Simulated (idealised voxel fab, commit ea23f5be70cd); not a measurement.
Title: Process Module voxel plated lines
The cross-section on display is named cut; it measures 240 nm wide, and its cells are 5 nm squares.
Each cross-section below is a grid of square cells, stated as bands in top-down order, with one or more rows of cells making up each band. The band entry comprises the height of the band's top followed by the height of its bottom, expressed in nm, and subsequently the band's materials from left to right, each stated together with its width in nm. Where a single material is marked with the word "full width", that material fills the band from edge to edge. The word "blank" represents empty space. All heights in this document are referenced to 0, defined as the level beneath which the wafer, as received, consists entirely of one material. The lowest band is not bounded below; it extends indefinitely downward and is written in the form "from 0 down". Think of "30->40" as a width that walks from the first number to the second as you go down the band, top row to bottom row, taking equal-sized steps from row to row. Given "no alteration" for a step, no cell of the cross-section differs between before and after that step. In the "Unvented internal voids" entry, you get each enclosed empty space of 8 cells or more, one with no open way to the top, written width x height at distance, distance from the left edge, in nm. It should be noted that, on the line of a given step, the content following the step's settings is a remark produced by the simulator itself with respect to that step. Steps that use a mask can have "overlay nm" on their line. It says how far the mask sat to the right of where it was meant to be. Negative means to the left.
-- Below is the list of planned process steps
1: RECEIVE, material Si
2: CONFORMAL_DEP, material SiO2, thk nm 5
3: DIRECTIONAL_DEP, material TiN, thk nm 5
4: PATTERN, tone open, mask id LINES, material resist, width nm 30, pitch nm 45, thk nm 35, overlay nm 0
5: EPI, material Ru, thk nm 10
6: EPI, material Ru, thk nm 10
7: EPI, material Ru, thk nm 10
8: STRIP, etch materials resist
9: DIRECTIONAL_ETCH, etch materials TiN, depth nm 5
10: CONFORMAL_DEP, material SiCN, thk nm 5
Be aware that, although all wafers share a common starting state, the thk nm at step 2 differs among them, and the plan displays the first wafer's value.
-- As-received state after step 1, first of several wafers, cross-section
    from 0 down | Si full width
    Unvented internal voids: none
-- At the end of the module, after its last step, step 10, the first of several wafers appears in cross-section as follows
    from 45 to 40 | blank 55 nm / SiCN 40 nm / blank 5 nm / SiCN 40 nm / blank 5 nm / SiCN 40 nm / blank 55 nm
    from 40 to 10 | blank 55 nm / SiCN 5 nm / Ru 30 nm / SiCN 5 nm / blank 5 nm / SiCN 5 nm / Ru 30 nm / SiCN 5 nm / blank 5 nm / SiCN 5 nm / Ru 30 nm / SiCN 5 nm / blank 55 nm
    from 10 to 5 | SiCN 60 nm / TiN 30 nm / SiCN 15 nm / TiN 30 nm / SiCN 15 nm / TiN 30 nm / SiCN 60 nm
    from 5 to 0 | SiO2 full width
    from 0 down | Si full width
    Unvented internal voids: none
-- Last wafer, end of module, cross-section
    from 60 to 55 | blank 55 nm / SiCN 40 nm / blank 5 nm / SiCN 40 nm / blank 5 nm / SiCN 40 nm / blank 55 nm
    from 55 to 25 | blank 55 nm / SiCN 5 nm / Ru 30 nm / SiCN 5 nm / blank 5 nm / SiCN 5 nm / Ru 30 nm / SiCN 5 nm / blank 5 nm / SiCN 5 nm / Ru 30 nm / SiCN 5 nm / blank 55 nm
    from 25 to 20 | SiCN 60 nm / TiN 30 nm / SiCN 15 nm / TiN 30 nm / SiCN 15 nm / TiN 30 nm / SiCN 60 nm
    from 20 to 0 | SiO2 full width
    from 0 down | Si full width
    Unvented internal voids: none
-- The following table contains a row per wafer, in which are reported, at the conclusion of the module, the cells of each material gained (+) or lost (-) since the wafer's receipt, with its closed voids given thereafter
thk nm 5; +108 Ru; +90 SiCN; +48 SiO2; +18 TiN; Unvented internal voids: none
thk nm 10; +108 Ru; +90 SiCN; +96 SiO2; +18 TiN; Unvented internal voids: none
thk nm 15; +108 Ru; +90 SiCN; +144 SiO2; +18 TiN; Unvented internal voids: none
thk nm 20; +108 Ru; +90 SiCN; +192 SiO2; +18 TiN; Unvented internal voids: none
